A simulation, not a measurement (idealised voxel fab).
A process module follows: voxel gate over fins.
Pictured: cross-section cut, 240 nm wide, on a grid of 5 nm square cells.
Cross-section layout: square cells on a grid; listed as bands, top to bottom; a band spans one or more cell rows. Top height, bottom height, nm. Materials left to right, width each, nm. Single material + "everywhere" = fills band edge to edge. "blank" = empty. Beneath 0, the wafer as received is one material, and that level is where height counting begins. The lowest band goes on downward without a bottom; it is written like "0 down". Width "30 to 40": first value at the band's top row of cells, second value at its bottom row, equal change from row to row. Basically "remained unchanged" means that step didn't change any cell in the cross-section. The entry titled "Sealed cavities" provides the empty spaces that have no open way to the top, restricted to those of 8 cells or more. Each is presented as width x height at distance, the distance being measured from the left edge, with all three in nm. Post-settings text on a step line: simulator's own remark regarding the step. overlay nm: mask offset rightward from planned place, masked step; negative means leftward offset.

[Steps in the process plan]
step 1: op RECEIVE | material Si
step 2: op CONFORMAL_DEP | material SiN | thk nm 5
step 3: op PATTERN | tone cover | mask id FINS | material resist | width nm 15 | pitch nm 50 | thk nm 15 | overlay nm 0
step 4: op DIRECTIONAL_ETCH | etch materials SiN | depth nm 5
step 5: op DIRECTIONAL_ETCH | etch materials Si | depth nm 30
step 6: op STRIP | etch materials resist
step 7: op OXIDIZE | depth nm 5
step 8: op FILL_DEP | material SiO2 | thk nm 5
step 9: op CMP | height nm 5
step 10: op MASKED_ETCH | tone open | mask id RAIL | width nm 15 | etch materials SiO2 | depth nm 30 | overlay nm 0
step 11: op CONFORMAL_DEP | material TiN | thk nm 5
step 12: op FILL_DEP | material W | thk nm 10
step 13: op CMP | height nm 5
step 14: op SELECTIVE_ETCH | etch materials W Ru TiN | depth nm 20
step 15: op FILL_DEP | material SiO2 | thk nm 5
step 16: op CMP | height nm 5
step 17: op SELECTIVE_ETCH | etch materials SiO2 | depth nm 15
step 18: op STRIP | etch materials SiN
step 19: op CONFORMAL_DEP | material HfO2 | thk nm 5
step 20: op CONFORMAL_DEP | material TiN | thk nm 5
step 21: op FILL_DEP | material W | thk nm 15
step 22: op CMP | height nm 20
step 23: op CONFORMAL_DEP | material SiN | thk nm 5
Heads up: all these wafers start the same, and what changes between them is the width nm in step 3. The value you see in the plan is just what the first wafer got.

[Received wafers, first of several: cross-section after step 1]
0 down = Si everywhere
Sealed cavities: none

[Module end state after final step 23: cross-section of the first of several wafers]
25 to 20 = SiN everywhere
20 to 10 = W everywhere
10 to 5 = 80 W; 25 TiN; 25 W; 25 TiN; 85 W
5 to 0 = 80 W; 5 TiN; 15 HfO2; 5 TiN; 25 W; 5 TiN; 15 HfO2; 5 TiN; 85 W
0 to -5 = 85 TiN; 5 HfO2; 5 Si; 5 HfO2; 35 TiN; 5 HfO2; 5 Si; 5 HfO2; 90 TiN
-5 to -10 = 90 HfO2; 5 Si; 45 HfO2; 5 Si; 95 HfO2
-10 to -15 = 90 SiO2; 5 Si; 45 SiO2; 5 Si; 95 SiO2
-15 to -20 = 90 SiO2; 5 Si; 15 SiO2; 5 TiN; 5 W; 5 TiN; 15 SiO2; 5 Si; 95 SiO2
-20 to -25 = 90 SiO2; 5 Si; 15 SiO2; 15 TiN; 15 SiO2; 5 Si; 95 SiO2
-25 to -35 = 90 SiO2; 5 Si; 45 SiO2; 5 Si; 95 SiO2
-35 down = Si everywhere
Sealed cavities: none

[Cross-section, module end, final of several wafers]
25 to 20 = SiN everywhere
20 to 10 = W everywhere
10 to 5 = 75 W; 40 TiN; 10 W; 40 TiN; 75 W
5 to 0 = 75 W; 5 TiN; 30 HfO2; 5 TiN; 10 W; 5 TiN; 30 HfO2; 5 TiN; 75 W
0 to -5 = 80 TiN; 5 HfO2; 20 Si; 5 HfO2; 20 TiN; 5 HfO2; 20 Si; 5 HfO2; 80 TiN
-5 to -10 = 85 HfO2; 20 Si; 30 HfO2; 20 Si; 85 HfO2
-10 to -15 = 85 SiO2; 20 Si; 30 SiO2; 20 Si; 85 SiO2
-15 to -20 = 85 SiO2; 20 Si; 5 SiO2; 5 TiN; 5 W; 5 TiN; 10 SiO2; 20 Si; 85 SiO2
-20 to -25 = 85 SiO2; 20 Si; 5 SiO2; 15 TiN; 10 SiO2; 20 Si; 85 SiO2
-25 to -35 = 85 SiO2; 20 Si; 30 SiO2; 20 Si; 85 SiO2
-35 down = Si everywhere
Sealed cavities: none

[Note: the following table is arranged by wafer, a row apiece. Each row reports the end-of-module state: per material, cells gained (+) or cells lost (-) compared with the wafer as received; closed voids follow]
width nm 15, +56 HfO2, -322 Si, +48 SiN, +224 SiO2, +61 TiN, +173 W, Sealed cavities: none
width nm 20, +56 HfO2, -308 Si, +48 SiN, +214 SiO2, +61 TiN, +169 W, Sealed cavities: none
width nm 25, +56 HfO2, -294 Si, +48 SiN, +204 SiO2, +61 TiN, +165 W, Sealed cavities: none
width nm 30, +56 HfO2, -280 Si, +48 SiN, +194 SiO2, +61 TiN, +161 W, Sealed cavities: none
